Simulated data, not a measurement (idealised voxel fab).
This is a process module. Its name is voxel transistor to metal.
The width of the displayed cross-section, cut, is 215 nm; its cells are square, with a size of 5 nm.
The cross-sections in this document take the form of a grid made of square cells. They are written out as bands, in order from top to bottom. Each band consists of one or more rows of cells.
For a band, the entry starts with two heights in nm, that of the top and then that of the bottom, and carries on with the band's materials in order from left to right, each alongside its width in nm; the word "full width" beside a single material means it fills the band edge to edge, and "empty" means empty space.
Height 0 is the level under which the wafer as received is all one material. The lowest band goes on downwards, as in "top 0, no bottom".
The expression "30..40" gives the width at the extremes of the band, the first number at its top row of cells and the second at its bottom row, with the width changing by equal amounts from each row to the next in between.
"same as before", as given for a step, is the statement that not any cell of the cross-section underwent a change during that step.
Basically, "Trapped cavities" tells you about the enclosed voids: empty spaces with no open way to the top, 8 cells or bigger, each written width x height at distance, where distance is from the left edge, all in nm.
It should be noted that, on the line of a given step, the content following the step's settings is a remark produced by the simulator itself with respect to that step.
The "overlay nm" setting may appear on a step's line; for a step that uses a mask, it gives how far to the right of its planned position the mask lay, and a negative value indicates the left.
[plan]
1) op RECEIVE | material Si
2) op CONFORMAL_DEP | material SiO2 | thk nm 5
3) op CONFORMAL_DEP | material SiN | thk nm 15
4) op PATTERN | tone cover | mask id ACTIVE | material resist | width nm 110 | thk nm 15 | overlay nm 0
5) op DIRECTIONAL_ETCH | etch materials SiN | depth nm 15
6) op DIRECTIONAL_ETCH | etch materials SiO2 | depth nm 5
7) op DIRECTIONAL_ETCH | etch materials Si | depth nm 20
8) op STRIP | etch materials resist
9) op OXIDIZE | depth nm 5
10) op FILL_DEP | material SiO2 | thk nm 15
11) op CMP | height nm 20
12) op SELECTIVE_ETCH | etch materials SiO2 | depth nm 10
13) op STRIP | etch materials SiN
14) op SELECTIVE_ETCH | etch materials SiO2 | depth nm 5
15) op OXIDIZE | depth nm 5
16) op DIRECTIONAL_DEP | material polySi | thk nm 25
17) op DIRECTIONAL_DEP | material SiCN | thk nm 10
18) op MASKED_ETCH | tone cover | mask id GATE | width nm 20 | etch materials SiCN | depth nm 20 | overlay nm 0
19) op MASKED_ETCH | tone cover | mask id GATE | width nm 20 | etch materials polySi | depth nm 35 | overlay nm 0
20) op CONFORMAL_DEP | material SiO2 | thk nm 5
21) op DIRECTIONAL_ETCH | etch materials SiO2 | depth nm 5
22) op CONFORMAL_DEP | material SiN | thk nm 5
23) op DIRECTIONAL_ETCH | etch materials SiN | depth nm 5
24) op DIRECTIONAL_ETCH | etch materials SiO2 | depth nm 5
25) op DIRECTIONAL_ETCH | etch materials Si | depth nm 10
26) op EPI | material SiGe | thk nm 15
27) op FILL_DEP | material SiO2 | thk nm 5
28) op CMP | height nm 35
29) op DIRECTIONAL_DEP | material SiO2 | thk nm 15
30) op DIRECTIONAL_DEP | material aC | thk nm 10
31) op PATTERN | tone open | mask id CONTACT | material resist | width nm 20 | pitch nm 70 | thk nm 30 | overlay nm 0
32) op DIRECTIONAL_ETCH | etch materials aC | depth nm 10
33) op STRIP | etch materials resist
34) op DIRECTIONAL_ETCH | etch materials SiO2 | depth nm 50
35) op STRIP | etch materials aC
36) op CONFORMAL_DEP | material TiN | thk nm 5
37) op FILL_DEP | material W | thk nm 10
38) op CMP | height nm 50
39) op DIRECTIONAL_DEP | material TiN | thk nm 5
40) op DIRECTIONAL_DEP | material Ru | thk nm 25
41) op DIRECTIONAL_DEP | material aC | thk nm 15
42) op PATTERN | tone cover | mask id METAL_1 | material resist | width nm 20 | pitch nm 70 | thk nm 35 | overlay nm 0
43) op DIRECTIONAL_ETCH | etch materials aC | depth nm 15
44) op STRIP | etch materials resist
45) op DIRECTIONAL_ETCH | etch materials Ru | depth nm 25
46) op DIRECTIONAL_ETCH | etch materials TiN | depth nm 5
47) op STRIP | etch materials aC
48) op FILL_DEP | material lowk | thk nm 10
49) op CMP | height nm 80
50) op CONFORMAL_DEP | material SiCN | thk nm 5
[Below: the first of two wafers, run as planned]
[As received (post step 1): cross-section]
    top 0, no bottom: Si full width
    Trapped cavities: none
[Step 2 complete: cross-section through the wafer]
    top 5, bottom 0: SiO2 full width
    Below 0, the layers are the same as they were.
[Step 3 complete: cross-section through the wafer]
    top 20, bottom 5: SiN full width
    Below 5, the layers are the same as they were.
[Step 4 complete: cross-section through the wafer]
    top 35, bottom 20: empty 50, then resist 110, then empty 55
    Below 20, the layers are the same as they were.
[Step 5 complete: cross-section through the wafer]
    top 35, bottom 20: empty 50, then resist 110, then empty 55
    top 20, bottom 5: empty 50, then SiN 110, then empty 55
    Below 5, the layers are the same as they were.
[Step 6 complete: cross-section through the wafer]
    top 35, bottom 20: empty 50, then resist 110, then empty 55
    top 20, bottom 5: empty 50, then SiN 110, then empty 55
    top 5, bottom 0: empty 50, then SiO2 110, then empty 55
    Below 0, the layers are the same as they were.
[Step 7 complete: cross-section through the wafer]
    top 35, bottom 20: empty 50, then resist 110, then empty 55
    top 20, bottom 5: empty 50, then SiN 110, then empty 55
    top 5, bottom 0: empty 50, then SiO2 110, then empty 55
    top 0, bottom -20: empty 50, then Si 110, then empty 55
    Below -20, the layers are the same as they were.
[Step 8 complete: cross-section through the wafer]
    top 20, bottom 5: empty 50, then SiN 110, then empty 55
    Below 5, the layers are the same as they were.
[Step 9 complete: cross-section through the wafer]
    top 20, bottom 5: empty 50, then SiN 110, then empty 55
    top 5, bottom 0: empty 50, then SiO2 110, then empty 55
    top 0, bottom -20: empty 50, then SiO2 5, then Si 100, then SiO2 5, then empty 55
    top -20, bottom -25: SiO2 55, then Si 100, then SiO2 60
    Below -25, the layers are the same as they were.
[Step 10 complete: cross-section through the wafer]
    top 35, bottom 20: SiO2 full width
    top 20, bottom 5: SiO2 50, then SiN 110, then SiO2 55
    top 5, bottom 0: SiO2 full width
    top 0, bottom -25: SiO2 55, then Si 100, then SiO2 60
    Below -25, the layers are the same as they were.
[Step 11 complete: cross-section through the wafer]
    top 20, bottom 5: SiO2 50, then SiN 110, then SiO2 55
    Below 5, the layers are the same as they were.
[Step 12 complete: cross-section through the wafer]
    top 20, bottom 10: empty 50, then SiN 110, then empty 55
    Below 10, the layers are the same as they were.
[Step 13 complete: cross-section through the wafer]
    top 10, bottom 5: SiO2 50, then empty 110, then SiO2 55
    Below 5, the layers are the same as they were.
[Step 14 complete: cross-section through the wafer]
    top 5, bottom 0: SiO2 45, then empty 120, then SiO2 50
    Below 0, the layers are the same as they were.
[Step 15 complete: cross-section through the wafer]
    top 5, bottom 0: SiO2 45, then empty 120, then SiO2 50
    top 0, bottom -5: SiO2 full width
    Below -5, the layers are the same as they were.
[Step 16 complete: cross-section through the wafer]
    top 30, bottom 25: polySi 45, then empty 120, then polySi 50
    top 25, bottom 5: polySi full width
    top 5, bottom 0: SiO2 45, then polySi 120, then SiO2 50
    Below 0, the layers are the same as they were.
[Step 17 complete: cross-section through the wafer]
    top 40, bottom 35: SiCN 45, then empty 120, then SiCN 50
    top 35, bottom 30: SiCN full width
    top 30, bottom 25: polySi 45, then SiCN 120, then polySi 50
    Below 25, the layers are the same as they were.
[Step 18 complete: cross-section through the wafer]
    top 35, bottom 30: empty 95, then SiCN 20, then empty 100
    top 30, bottom 25: polySi 45, then empty 50, then SiCN 20, then empty 50, then polySi 50
    Below 25, the layers are the same as they were.
[Step 19 complete: cross-section through the wafer]
    top 35, bottom 25: empty 95, then SiCN 20, then empty 100
    top 25, bottom 5: empty 95, then polySi 20, then empty 100
    top 5, bottom 0: SiO2 45, then empty 50, then polySi 20, then empty 50, then SiO2 50
    Below 0, the layers are the same as they were.
[Step 20 complete: cross-section through the wafer]
    top 40, bottom 35: empty 90, then SiO2 30, then empty 95
    top 35, bottom 25: empty 90, then SiO2 5, then SiCN 20, then SiO2 5, then empty 95
    top 25, bottom 10: empty 90, then SiO2 5, then polySi 20, then SiO2 5, then empty 95
    top 10, bottom 5: SiO2 50, then empty 40, then SiO2 5, then polySi 20, then SiO2 5, then empty 40, then SiO2 55
    top 5, bottom 0: SiO2 95, then polySi 20, then SiO2 100
    Below 0, the layers are the same as they were.
[Step 21 complete: cross-section through the wafer]
    top 35, bottom 25: empty 90, then SiO2 5, then SiCN 20, then SiO2 5, then empty 95
    top 25, bottom 5: empty 90, then SiO2 5, then polySi 20, then SiO2 5, then empty 95
    top 5, bottom 0: SiO2 50, then empty 40, then SiO2 5, then polySi 20, then SiO2 5, then empty 40, then SiO2 55
    Below 0, the layers are the same as they were.
[Step 22 complete: cross-section through the wafer]
    top 40, bottom 35: empty 85, then SiN 40, then empty 90
    top 35, bottom 25: empty 85, then SiN 5, then SiO2 5, then SiCN 20, then SiO2 5, then SiN 5, then empty 90
    top 25, bottom 10: empty 85, then SiN 5, then SiO2 5, then polySi 20, then SiO2 5, then SiN 5, then empty 90
    top 10, bottom 5: SiN 55, then empty 30, then SiN 5, then SiO2 5, then polySi 20, then SiO2 5, then SiN 5, then empty 30, then SiN 60
    top 5, bottom 0: SiO2 50, then SiN 40, then SiO2 5, then polySi 20, then SiO2 5, then SiN 40, then SiO2 55
    Below 0, the layers are the same as they were.
[Step 23 complete: cross-section through the wafer]
    top 35, bottom 25: empty 85, then SiN 5, then SiO2 5, then SiCN 20, then SiO2 5, then SiN 5, then empty 90
    top 25, bottom 5: empty 85, then SiN 5, then SiO2 5, then polySi 20, then SiO2 5, then SiN 5, then empty 90
    top 5, bottom 0: SiO2 50, then SiN 5, then empty 30, then SiN 5, then SiO2 5, then polySi 20, then SiO2 5, then SiN 5, then empty 30, then SiN 5, then SiO2 55
    Below 0, the layers are the same as they were.
[Step 24 complete: cross-section through the wafer]
    top 35, bottom 30: empty 85, then SiN 5, then empty 5, then SiCN 20, then empty 5, then SiN 5, then empty 90
    top 30, bottom 25: empty 85, then SiN 5, then SiO2 5, then SiCN 20, then SiO2 5, then SiN 5, then empty 90
    top 25, bottom 5: empty 85, then SiN 5, then SiO2 5, then polySi 20, then SiO2 5, then SiN 5, then empty 90
    top 5, bottom 0: empty 50, then SiN 5, then empty 30, then SiN 5, then SiO2 5, then polySi 20, then SiO2 5, then SiN 5, then empty 30, then SiN 5, then empty 55
    top 0, bottom -5: SiO2 55, then empty 30, then SiO2 40, then empty 30, then SiO2 60
    Below -5, the layers are the same as they were.
[Step 25 complete: cross-section through the wafer]
    top 35, bottom 30: empty 85, then SiN 5, then empty 5, then SiCN 20, then empty 5, then SiN 5, then empty 90
    top 30, bottom 25: empty 85, then SiN 5, then SiO2 5, then SiCN 20, then SiO2 5, then SiN 5, then empty 90
    top 25, bottom 5: empty 85, then SiN 5, then SiO2 5, then polySi 20, then SiO2 5, then SiN 5, then empty 90
    top 5, bottom 0: empty 50, then SiN 5, then empty 30, then SiN 5, then SiO2 5, then polySi 20, then SiO2 5, then SiN 5, then empty 30, then SiN 5, then empty 55
    top 0, bottom -5: SiO2 55, then empty 30, then SiO2 40, then empty 30, then SiO2 60
    top -5, bottom -15: SiO2 55, then empty 30, then Si 40, then empty 30, then SiO2 60
    Below -15, the layers are the same as they were.
[Step 26 complete: cross-section through the wafer]
    top 35, bottom 30: empty 85, then SiN 5, then empty 5, then SiCN 20, then empty 5, then SiN 5, then empty 90
    top 30, bottom 25: empty 85, then SiN 5, then SiO2 5, then SiCN 20, then SiO2 5, then SiN 5, then empty 90
    top 25, bottom 10: empty 85, then SiN 5, then SiO2 5, then polySi 20, then SiO2 5, then SiN 5, then empty 90
    top 10, bottom 5: empty 70, then SiGe 15, then SiN 5, then SiO2 5, then polySi 20, then SiO2 5, then SiN 5, then SiGe 15, then empty 75
    top 5, bottom 0: empty 50, then SiN 5, then empty 15, then SiGe 15, then SiN 5, then SiO2 5, then polySi 20, then SiO2 5, then SiN 5, then SiGe 15, then empty 15, then SiN 5, then empty 55
    top 0, bottom -5: SiO2 55, then SiGe 30, then SiO2 40, then SiGe 30, then SiO2 60
    top -5, bottom -15: SiO2 55, then SiGe 30, then Si 40, then SiGe 30, then SiO2 60
    Below -15, the layers are the same as they were.
[Step 27 complete: cross-section through the wafer]
    top 40, bottom 35: SiO2 full width
    top 35, bottom 25: SiO2 85, then SiN 5, then SiO2 5, then SiCN 20, then SiO2 5, then SiN 5, then SiO2 90
    top 25, bottom 10: SiO2 85, then SiN 5, then SiO2 5, then polySi 20, then SiO2 5, then SiN 5, then SiO2 90
    top 10, bottom 5: SiO2 70, then SiGe 15, then SiN 5, then SiO2 5, then polySi 20, then SiO2 5, then SiN 5, then SiGe 15, then SiO2 75
    top 5, bottom 0: SiO2 50, then SiN 5, then SiO2 15, then SiGe 15, then SiN 5, then SiO2 5, then polySi 20, then SiO2 5, then SiN 5, then SiGe 15, then SiO2 15, then SiN 5, then SiO2 55
    Below 0, the layers are the same as they were.
[Step 28 complete: cross-section through the wafer]
    top 35, bottom 25: SiO2 85, then SiN 5, then SiO2 5, then SiCN 20, then SiO2 5, then SiN 5, then SiO2 90
    Below 25, the layers are the same as they were.
[Step 29 complete: cross-section through the wafer]
    top 50, bottom 35: SiO2 full width
    Below 35, the layers are the same as they were.
[Step 30 complete: cross-section through the wafer]
    top 60, bottom 50: aC full width
    Below 50, the layers are the same as they were.
[Step 31 complete: cross-section through the wafer]
    top 90, bottom 60: resist 60, then empty 20, then resist 50, then empty 20, then resist 65
    Below 60, the layers are the same as they were.
[Step 32 complete: cross-section through the wafer]
    top 80, bottom 60: resist 60, then empty 20, then resist 50, then empty 20, then resist 65
    top 60, bottom 50: aC 60, then empty 20, then aC 50, then empty 20, then aC 65
    Below 50, the layers are the same as they were.
[Step 33 complete: cross-section through the wafer]
    top 60, bottom 50: aC 60, then empty 20, then aC 50, then empty 20, then aC 65
    Below 50, the layers are the same as they were.
[Step 34 complete: cross-section through the wafer]
    top 60, bottom 50: aC 60, then empty 20, then aC 50, then empty 20, then aC 65
    top 50, bottom 35: SiO2 60, then empty 20, then SiO2 50, then empty 20, then SiO2 65
    top 35, bottom 25: SiO2 60, then empty 20, then SiO2 5, then SiN 5, then SiO2 5, then SiCN 20, then SiO2 5, then SiN 5, then SiO2 5, then empty 20, then SiO2 65
    top 25, bottom 10: SiO2 60, then empty 20, then SiO2 5, then SiN 5, then SiO2 5, then polySi 20, then SiO2 5, then SiN 5, then SiO2 5, then empty 20, then SiO2 65
    top 10, bottom 5: SiO2 60, then empty 10, then SiGe 15, then SiN 5, then SiO2 5, then polySi 20, then SiO2 5, then SiN 5, then SiGe 15, then empty 10, then SiO2 65
    top 5, bottom 0: SiO2 50, then SiN 5, then SiO2 5, then empty 10, then SiGe 15, then SiN 5, then SiO2 5, then polySi 20, then SiO2 5, then SiN 5, then SiGe 15, then empty 10, then SiO2 5, then SiN 5, then SiO2 55
    Below 0, the layers are the same as they were.
[Step 35 complete: cross-section through the wafer]
    top 50, bottom 35: SiO2 60, then empty 20, then SiO2 50, then empty 20, then SiO2 65
    Below 35, the layers are the same as they were.
[Step 36 complete: cross-section through the wafer]
    top 55, bottom 50: TiN 65, then empty 10, then TiN 60, then empty 10, then TiN 70
    top 50, bottom 35: SiO2 60, then TiN 5, then empty 10, then TiN 5, then SiO2 50, then TiN 5, then empty 10, then TiN 5, then SiO2 65
    top 35, bottom 25: SiO2 60, then TiN 5, then empty 10, then TiN 5, then SiO2 5, then SiN 5, then SiO2 5, then SiCN 20, then SiO2 5, then SiN 5, then SiO2 5, then TiN 5, then empty 10, then TiN 5, then SiO2 65
    top 25, bottom 15: SiO2 60, then TiN 5, then empty 10, then TiN 5, then SiO2 5, then SiN 5, then SiO2 5, then polySi 20, then SiO2 5, then SiN 5, then SiO2 5, then TiN 5, then empty 10, then TiN 5, then SiO2 65
    top 15, bottom 10: SiO2 60, then TiN 20, then SiO2 5, then SiN 5, then SiO2 5, then polySi 20, then SiO2 5, then SiN 5, then SiO2 5, then TiN 20, then SiO2 65
    top 10, bottom 5: SiO2 60, then TiN 10, then SiGe 15, then SiN 5, then SiO2 5, then polySi 20, then SiO2 5, then SiN 5, then SiGe 15, then TiN 10, then SiO2 65
    top 5, bottom 0: SiO2 50, then SiN 5, then SiO2 5, then TiN 10, then SiGe 15, then SiN 5, then SiO2 5, then polySi 20, then SiO2 5, then SiN 5, then SiGe 15, then TiN 10, then SiO2 5, then SiN 5, then SiO2 55
    Below 0, the layers are the same as they were.
[Step 37 complete: cross-section through the wafer]
    top 65, bottom 55: W full width
    top 55, bottom 50: TiN 65, then W 10, then TiN 60, then W 10, then TiN 70
    top 50, bottom 35: SiO2 60, then TiN 5, then W 10, then TiN 5, then SiO2 50, then TiN 5, then W 10, then TiN 5, then SiO2 65
    top 35, bottom 25: SiO2 60, then TiN 5, then W 10, then TiN 5, then SiO2 5, then SiN 5, then SiO2 5, then SiCN 20, then SiO2 5, then SiN 5, then SiO2 5, then TiN 5, then W 10, then TiN 5, then SiO2 65
    top 25, bottom 15: SiO2 60, then TiN 5, then W 10, then TiN 5, then SiO2 5, then SiN 5, then SiO2 5, then polySi 20, then SiO2 5, then SiN 5, then SiO2 5, then TiN 5, then W 10, then TiN 5, then SiO2 65
    Below 15, the layers are the same as they were.
[Step 38 complete: cross-section through the wafer]
    top 50, bottom 35: SiO2 60, then TiN 5, then W 10, then TiN 5, then SiO2 50, then TiN 5, then W 10, then TiN 5, then SiO2 65
    Below 35, the layers are the same as they were.
[Step 39 complete: cross-section through the wafer]
    top 55, bottom 50: TiN full width
    Below 50, the layers are the same as they were.
[Step 40 complete: cross-section through the wafer]
    top 80, bottom 55: Ru full width
    Below 55, the layers are the same as they were.
[Step 41 complete: cross-section through the wafer]
    top 95, bottom 80: aC full width
    Below 80, the layers are the same as they were.
[Step 42 complete: cross-section through the wafer]
    top 130, bottom 95: empty 60, then resist 20, then empty 50, then resist 20, then empty 65
    Below 95, the layers are the same as they were.
[Step 43 complete: cross-section through the wafer]
    top 115, bottom 95: empty 60, then resist 20, then empty 50, then resist 20, then empty 65
    top 95, bottom 80: empty 60, then aC 20, then empty 50, then aC 20, then empty 65
    Below 80, the layers are the same as they were.
[Step 44 complete: cross-section through the wafer]
    top 95, bottom 80: empty 60, then aC 20, then empty 50, then aC 20, then empty 65
    Below 80, the layers are the same as they were.
[Step 45 complete: cross-section through the wafer]
    top 95, bottom 80: empty 60, then aC 20, then empty 50, then aC 20, then empty 65
    top 80, bottom 55: empty 60, then Ru 20, then empty 50, then Ru 20, then empty 65
    Below 55, the layers are the same as they were.
[Step 46 complete: cross-section through the wafer]
    top 95, bottom 80: empty 60, then aC 20, then empty 50, then aC 20, then empty 65
    top 80, bottom 55: empty 60, then Ru 20, then empty 50, then Ru 20, then empty 65
    top 55, bottom 50: empty 60, then TiN 20, then empty 50, then TiN 20, then empty 65
    Below 50, the layers are the same as they were.
[Step 47 complete: cross-section through the wafer]
    top 80, bottom 55: empty 60, then Ru 20, then empty 50, then Ru 20, then empty 65
    Below 55, the layers are the same as they were.
[Step 48 complete: cross-section through the wafer]
    top 90, bottom 80: lowk full width
    top 80, bottom 55: lowk 60, then Ru 20, then lowk 50, then Ru 20, then lowk 65
    top 55, bottom 50: lowk 60, then TiN 20, then lowk 50, then TiN 20, then lowk 65
    Below 50, the layers are the same as they were.
[Step 49 complete: cross-section through the wafer]
    top 80, bottom 55: lowk 60, then Ru 20, then lowk 50, then Ru 20, then lowk 65
    Below 55, the layers are the same as they were.
[Step 50 complete: cross-section through the wafer]
    top 85, bottom 80: SiCN full width
    Below 80, the layers are the same as they were.
[second wafer: like start, like plan, one mistake. Through step 19 it matches the first wafer]
[Second wafer: cross-section at the scheduled end of step 20]
    top 50, bottom 35: empty 80, then SiO2 50, then empty 85
    top 35, bottom 25: empty 80, then SiO2 15, then SiCN 20, then SiO2 15, then empty 85
    top 25, bottom 20: empty 80, then SiO2 15, then polySi 20, then SiO2 15, then empty 85
    top 20, bottom 15: SiO2 60, then empty 20, then SiO2 15, then polySi 20, then SiO2 15, then empty 20, then SiO2 65
    top 15, bottom 0: SiO2 95, then polySi 20, then SiO2 100
    Below 0, the layers are the same as they were.
[Second wafer: cross-section at the scheduled end of step 21]
    top 45, bottom 35: empty 80, then SiO2 50, then empty 85
    top 35, bottom 25: empty 80, then SiO2 15, then SiCN 20, then SiO2 15, then empty 85
    top 25, bottom 15: empty 80, then SiO2 15, then polySi 20, then SiO2 15, then empty 85
    top 15, bottom 10: SiO2 60, then empty 20, then SiO2 15, then polySi 20, then SiO2 15, then empty 20, then SiO2 65
    Below 10, the layers are the same as they were.
[Second wafer: cross-section at the scheduled end of step 22]
    top 50, bottom 45: empty 75, then SiN 60, then empty 80
    top 45, bottom 35: empty 75, then SiN 5, then SiO2 50, then SiN 5, then empty 80
    top 35, bottom 25: empty 75, then SiN 5, then SiO2 15, then SiCN 20, then SiO2 15, then SiN 5, then empty 80
    top 25, bottom 20: empty 75, then SiN 5, then SiO2 15, then polySi 20, then SiO2 15, then SiN 5, then empty 80
    top 20, bottom 15: SiN 65, then empty 10, then SiN 5, then SiO2 15, then polySi 20, then SiO2 15, then SiN 5, then empty 10, then SiN 70
    top 15, bottom 10: SiO2 60, then SiN 20, then SiO2 15, then polySi 20, then SiO2 15, then SiN 20, then SiO2 65
    Below 10, the layers are the same as they were.
[Second wafer: cross-section at the scheduled end of step 23]
    top 45, bottom 35: empty 75, then SiN 5, then SiO2 50, then SiN 5, then empty 80
    top 35, bottom 25: empty 75, then SiN 5, then SiO2 15, then SiCN 20, then SiO2 15, then SiN 5, then empty 80
    top 25, bottom 15: empty 75, then SiN 5, then SiO2 15, then polySi 20, then SiO2 15, then SiN 5, then empty 80
    top 15, bottom 10: SiO2 60, then SiN 5, then empty 10, then SiN 5, then SiO2 15, then polySi 20, then SiO2 15, then SiN 5, then empty 10, then SiN 5, then SiO2 65
    Below 10, the layers are the same as they were.
[Second wafer: cross-section at the scheduled end of step 24]
    top 45, bottom 40: empty 75, then SiN 5, then empty 50, then SiN 5, then empty 80
    top 40, bottom 35: empty 75, then SiN 5, then SiO2 50, then SiN 5, then empty 80
    top 35, bottom 25: empty 75, then SiN 5, then SiO2 15, then SiCN 20, then SiO2 15, then SiN 5, then empty 80
    top 25, bottom 15: empty 75, then SiN 5, then SiO2 15, then polySi 20, then SiO2 15, then SiN 5, then empty 80
    top 15, bottom 10: empty 60, then SiN 5, then empty 10, then SiN 5, then SiO2 15, then polySi 20, then SiO2 15, then SiN 5, then empty 10, then SiN 5, then empty 65
    top 10, bottom 5: SiO2 65, then empty 10, then SiO2 20, then polySi 20, then SiO2 20, then empty 10, then SiO2 70
    Below 5, the layers are the same as they were.
Second wafer: cross-section at the scheduled end of step 25: same as before
Second wafer: cross-section at the scheduled end of step 26: same as before
[Second wafer: cross-section at the scheduled end of step 27]
    top 50, bottom 45: SiO2 full width
    top 45, bottom 35: SiO2 75, then SiN 5, then SiO2 50, then SiN 5, then SiO2 80
    top 35, bottom 25: SiO2 75, then SiN 5, then SiO2 15, then SiCN 20, then SiO2 15, then SiN 5, then SiO2 80
    top 25, bottom 15: SiO2 75, then SiN 5, then SiO2 15, then polySi 20, then SiO2 15, then SiN 5, then SiO2 80
    top 15, bottom 10: SiO2 60, then SiN 5, then SiO2 10, then SiN 5, then SiO2 15, then polySi 20, then SiO2 15, then SiN 5, then SiO2 10, then SiN 5, then SiO2 65
    top 10, bottom 0: SiO2 95, then polySi 20, then SiO2 100
    Below 0, the layers are the same as they were.
[Second wafer: cross-section at the scheduled end of step 28]
    top 35, bottom 25: SiO2 75, then SiN 5, then SiO2 15, then SiCN 20, then SiO2 15, then SiN 5, then SiO2 80
    Below 25, the layers are the same as they were.
[Second wafer: cross-section at the scheduled end of step 29]
    top 50, bottom 35: SiO2 full width
    Below 35, the layers are the same as they were.
[Second wafer: cross-section at the scheduled end of step 30]
    top 60, bottom 50: aC full width
    Below 50, the layers are the same as they were.
[Second wafer: cross-section at the scheduled end of step 31]
    top 90, bottom 60: resist 60, then empty 20, then resist 50, then empty 20, then resist 65
    Below 60, the layers are the same as they were.
[Second wafer: cross-section at the scheduled end of step 32]
    top 80, bottom 60: resist 60, then empty 20, then resist 50, then empty 20, then resist 65
    top 60, bottom 50: aC 60, then empty 20, then aC 50, then empty 20, then aC 65
    Below 50, the layers are the same as they were.
[Second wafer: cross-section at the scheduled end of step 33]
    top 60, bottom 50: aC 60, then empty 20, then aC 50, then empty 20, then aC 65
    Below 50, the layers are the same as they were.
[Second wafer: cross-section at the scheduled end of step 34]
    top 60, bottom 50: aC 60, then empty 20, then aC 50, then empty 20, then aC 65
    top 50, bottom 35: SiO2 60, then empty 20, then SiO2 50, then empty 20, then SiO2 65
    top 35, bottom 25: SiO2 60, then empty 15, then SiN 5, then SiO2 15, then SiCN 20, then SiO2 15, then SiN 5, then empty 15, then SiO2 65
    top 25, bottom 15: SiO2 60, then empty 15, then SiN 5, then SiO2 15, then polySi 20, then SiO2 15, then SiN 5, then empty 15, then SiO2 65
    top 15, bottom 10: SiO2 60, then SiN 5, then empty 10, then SiN 5, then SiO2 15, then polySi 20, then SiO2 15, then SiN 5, then empty 10, then SiN 5, then SiO2 65
    top 10, bottom 0: SiO2 65, then empty 10, then SiO2 20, then polySi 20, then SiO2 20, then empty 10, then SiO2 70
    Below 0, the layers are the same as they were.
[Second wafer: cross-section at the scheduled end of step 35]
    top 50, bottom 35: SiO2 60, then empty 20, then SiO2 50, then empty 20, then SiO2 65
    Below 35, the layers are the same as they were.
[Second wafer: cross-section at the scheduled end of step 36]
    top 55, bottom 50: TiN 65, then empty 10, then TiN 60, then empty 10, then TiN 70
    top 50, bottom 40: SiO2 60, then TiN 5, then empty 10, then TiN 5, then SiO2 50, then TiN 5, then empty 10, then TiN 5, then SiO2 65
    top 40, bottom 35: SiO2 60, then TiN 5, then empty 5, then TiN 10, then SiO2 50, then TiN 10, then empty 5, then TiN 5, then SiO2 65
    top 35, bottom 25: SiO2 60, then TiN 5, then empty 5, then TiN 5, then SiN 5, then SiO2 15, then SiCN 20, then SiO2 15, then SiN 5, then TiN 5, then empty 5, then TiN 5, then SiO2 65
    top 25, bottom 20: SiO2 60, then TiN 5, then empty 5, then TiN 5, then SiN 5, then SiO2 15, then polySi 20, then SiO2 15, then SiN 5, then TiN 5, then empty 5, then TiN 5, then SiO2 65
    top 20, bottom 15: SiO2 60, then TiN 15, then SiN 5, then SiO2 15, then polySi 20, then SiO2 15, then SiN 5, then TiN 15, then SiO2 65
    top 15, bottom 10: SiO2 60, then SiN 5, then TiN 10, then SiN 5, then SiO2 15, then polySi 20, then SiO2 15, then SiN 5, then TiN 10, then SiN 5, then SiO2 65
    top 10, bottom 0: SiO2 65, then TiN 10, then SiO2 20, then polySi 20, then SiO2 20, then TiN 10, then SiO2 70
    Below 0, the layers are the same as they were.
[Second wafer: cross-section at the scheduled end of step 37]
    top 65, bottom 55: W full width
    top 55, bottom 50: TiN 65, then W 10, then TiN 60, then W 10, then TiN 70
    top 50, bottom 40: SiO2 60, then TiN 5, then W 10, then TiN 5, then SiO2 50, then TiN 5, then W 10, then TiN 5, then SiO2 65
    top 40, bottom 35: SiO2 60, then TiN 5, then W 5, then TiN 10, then SiO2 50, then TiN 10, then W 5, then TiN 5, then SiO2 65
    top 35, bottom 25: SiO2 60, then TiN 5, then W 5, then TiN 5, then SiN 5, then SiO2 15, then SiCN 20, then SiO2 15, then SiN 5, then TiN 5, then W 5, then TiN 5, then SiO2 65
    top 25, bottom 20: SiO2 60, then TiN 5, then W 5, then TiN 5, then SiN 5, then SiO2 15, then polySi 20, then SiO2 15, then SiN 5, then TiN 5, then W 5, then TiN 5, then SiO2 65
    Below 20, the layers are the same as they were.
[Second wafer: cross-section at the scheduled end of step 38]
    top 50, bottom 40: SiO2 60, then TiN 5, then W 10, then TiN 5, then SiO2 50, then TiN 5, then W 10, then TiN 5, then SiO2 65
    Below 40, the layers are the same as they were.
[Second wafer: cross-section at the scheduled end of step 39]
    top 55, bottom 50: TiN full width
    Below 50, the layers are the same as they were.
[Second wafer: cross-section at the scheduled end of step 40]
    top 80, bottom 55: Ru full width
    Below 55, the layers are the same as they were.
[Second wafer: cross-section at the scheduled end of step 41]
    top 95, bottom 80: aC full width
    Below 80, the layers are the same as they were.
[Second wafer: cross-section at the scheduled end of step 42]
    top 130, bottom 95: empty 60, then resist 20, then empty 50, then resist 20, then empty 65
    Below 95, the layers are the same as they were.
[Second wafer: cross-section at the scheduled end of step 43]
    top 115, bottom 95: empty 60, then resist 20, then empty 50, then resist 20, then empty 65
    top 95, bottom 80: empty 60, then aC 20, then empty 50, then aC 20, then empty 65
    Below 80, the layers are the same as they were.
[Second wafer: cross-section at the scheduled end of step 44]
    top 95, bottom 80: empty 60, then aC 20, then empty 50, then aC 20, then empty 65
    Below 80, the layers are the same as they were.
[Second wafer: cross-section at the scheduled end of step 45]
    top 95, bottom 80: empty 60, then aC 20, then empty 50, then aC 20, then empty 65
    top 80, bottom 55: empty 60, then Ru 20, then empty 50, then Ru 20, then empty 65
    Below 55, the layers are the same as they were.
[Second wafer: cross-section at the scheduled end of step 46]
    top 95, bottom 80: empty 60, then aC 20, then empty 50, then aC 20, then empty 65
    top 80, bottom 55: empty 60, then Ru 20, then empty 50, then Ru 20, then empty 65
    top 55, bottom 50: empty 60, then TiN 20, then empty 50, then TiN 20, then empty 65
    Below 50, the layers are the same as they were.
[Second wafer: cross-section at the scheduled end of step 47]
    top 80, bottom 55: empty 60, then Ru 20, then empty 50, then Ru 20, then empty 65
    Below 55, the layers are the same as they were.
[Second wafer: cross-section at the scheduled end of step 48]
    top 90, bottom 80: lowk full width
    top 80, bottom 55: lowk 60, then Ru 20, then lowk 50, then Ru 20, then lowk 65
    top 55, bottom 50: lowk 60, then TiN 20, then lowk 50, then TiN 20, then lowk 65
    Below 50, the layers are the same as they were.
[Second wafer: cross-section at the scheduled end of step 49]
    top 80, bottom 55: lowk 60, then Ru 20, then lowk 50, then Ru 20, then lowk 65
    Below 55, the layers are the same as they were.
[Second wafer: cross-section at the scheduled end of step 50]
    top 85, bottom 80: SiCN full width
    Below 80, the layers are the same as they were.
what went wrong: step 20 deviated from plan and actually ran as op CONFORMAL_DEP | material SiO2 | thk nm 15
Materials where the second wafer ends with more or fewer cells than the first: +24 Si | -48 SiGe | -4 SiN | +40 SiO2 | -12 W
